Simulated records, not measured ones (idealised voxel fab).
process module | voxel self aligned contacts
Pictured: cross-section cut, 255 nm wide, on a grid of 5 nm square cells.
A cross-section is a grid of square cells, given in bands from the top down. A band is one or more rows of cells. Basically the band line says how high the top is and how high the bottom is, in nm, and then what's in it from left to right, every material with its width in nm. Empty space shows up as "blank", and if a single material carries "edge to edge" it runs the full band edge to edge. For the purposes of this specification, 0 denotes the height below which the wafer in its as-received condition is composed wholly of one material, and the lowermost band, lacking a lower limit, extends downward without end, as expressed in "top 0, no bottom". Read "30..40" as a graded width: first number on top, second number at the bottom, same change between each pair of neighbouring rows. Key: "nothing got changed" - step with no changed cell in the cross-section. Any empty space of 8 cells or more lacking an open way to the top shows up in "Trapped void list" as width x height at distance, distance from the left edge, in nm. Anything after a step's settings on that line? It's the simulator's own note about the step. Among the settings permitted on a step's line is "overlay nm"; applied to a step with a mask, it specifies the extent to which the mask lay to the right of its planned position, whereas a negative figure signifies a position to the left.

**These are the steps we planned for the process**
1) RECEIVE,material Si
2) OXIDIZE,depth nm 5
3) DIRECTIONAL_DEP,material polySi,thk nm 20
4) DIRECTIONAL_DEP,material SiN,thk nm 20
5) DIRECTIONAL_DEP,material aC,thk nm 10
6) PATTERN,tone cover,mask id GATE,material resist,width nm 35,pitch nm 60,thk nm 30,overlay nm 0
7) DIRECTIONAL_ETCH,etch materials aC,depth nm 10
8) STRIP,etch materials resist
9) DIRECTIONAL_ETCH,etch materials SiN,depth nm 20
10) DIRECTIONAL_ETCH,etch materials polySi,depth nm 20
11) STRIP,etch materials aC
12) CONFORMAL_DEP,material SiN,thk nm 5
13) DIRECTIONAL_ETCH,etch materials SiN,depth nm 5
14) FILL_DEP,material SiO2,thk nm 15
15) CMP,height nm 35
16) DIRECTIONAL_DEP,material aC,thk nm 10
17) PATTERN,tone open,mask id CONTACT,material resist,width nm 35,pitch nm 60,thk nm 25,overlay nm 0
18) DIRECTIONAL_ETCH,etch materials aC,depth nm 10
19) STRIP,etch materials resist
20) DIRECTIONAL_ETCH,etch materials SiO2,depth nm 50
21) STRIP,etch materials aC
22) CONFORMAL_DEP,material TiN,thk nm 5
23) FILL_DEP,material W,thk nm 10
24) CMP,height nm 45
25) CONFORMAL_DEP,material SiCN,thk nm 5
The wafers are alike at the start. At step 15, their height nm differs. The plan lists the first wafer's value.

**So this is the first of several wafers, cross-sectioned as it came to us, meaning it's at the end of step 1**
> top 0, no bottom: Si edge to edge
> Trapped void list: none

**End of the module, past its last step, step 25: how the first of several wafers looks in cross-section**
> top 50, bottom 45: SiCN edge to edge
> top 45, bottom 40: W edge to edge
> top 40, bottom 35: TiN (95), then W (5), then TiN (55), then W (5), then TiN (95)
> top 35, bottom 20: SiO2 (45), then SiN (45), then TiN (5), then W (5), then TiN (5), then SiN (45), then TiN (5), then W (5), then TiN (5), then SiN (45), then SiO2 (45)
> top 20, bottom 0: SiO2 (45), then SiN (5), then polySi (35), then SiN (5), then TiN (5), then W (5), then TiN (5), then SiN (5), then polySi (35), then SiN (5), then TiN (5), then W (5), then TiN (5), then SiN (5), then polySi (35), then SiN (5), then SiO2 (45)
> top 0, bottom -5: SiO2 (90), then TiN (15), then SiO2 (45), then TiN (15), then SiO2 (90)
> top -5, no bottom: Si edge to edge
> Trapped void list: none

**Last-wafer cross-section at the end of the module**
> top 50, bottom 45: SiCN edge to edge
> top 45, bottom 40: SiO2 (80), then TiN (15), then W (5), then TiN (15), then SiO2 (25), then TiN (15), then W (5), then TiN (15), then SiO2 (80)
> top 40, bottom 20: SiO2 (45), then SiN (45), then TiN (5), then W (5), then TiN (5), then SiN (45), then TiN (5), then W (5), then TiN (5), then SiN (45), then SiO2 (45)
> top 20, bottom 10: SiO2 (45), then SiN (5), then polySi (35), then SiN (5), then TiN (5), then W (5), then TiN (5), then SiN (5), then polySi (35), then SiN (5), then TiN (5), then W (5), then TiN (5), then SiN (5), then polySi (35), then SiN (5), then SiO2 (45)
> top 10, bottom 5: SiO2 (45), then SiN (5), then polySi (35), then SiN (5), then TiN (15), then SiN (5), then polySi (35), then SiN (5), then TiN (15), then SiN (5), then polySi (35), then SiN (5), then SiO2 (45)
> top 5, bottom 0: SiO2 (45), then SiN (5), then polySi (35), then SiN (5), then SiO2 (15), then SiN (5), then polySi (35), then SiN (5), then SiO2 (15), then SiN (5), then polySi (35), then SiN (5), then SiO2 (45)
> top 0, bottom -5: SiO2 edge to edge
> top -5, no bottom: Si edge to edge
> Trapped void list: none

**Below is a per-wafer table. In it, each row describes the wafer at the end of the module by giving, for each material, the number of cells gained (+) or lost (-) since the wafer was received, and after that the closed voids of the wafer**
height nm 35 | -51 Si | +51 SiCN | +105 SiN | +171 SiO2 | +83 TiN | +67 W | +84 polySi | Trapped void list: none
height nm 40 | -51 Si | +51 SiCN | +132 SiN | +189 SiO2 | +87 TiN | +18 W | +84 polySi | Trapped void list: none
height nm 45 | -51 Si | +51 SiCN | +132 SiN | +226 SiO2 | +50 TiN | +18 W | +84 polySi | Trapped void list: none
height nm 50 | -51 Si | +51 SiCN | +132 SiN | +232 SiO2 | +46 TiN | +16 W | +84 polySi | Trapped void list: none
height nm 55 | -51 Si | +51 SiCN | +132 SiN | +238 SiO2 | +42 TiN | +14 W | +84 polySi | Trapped void list: none
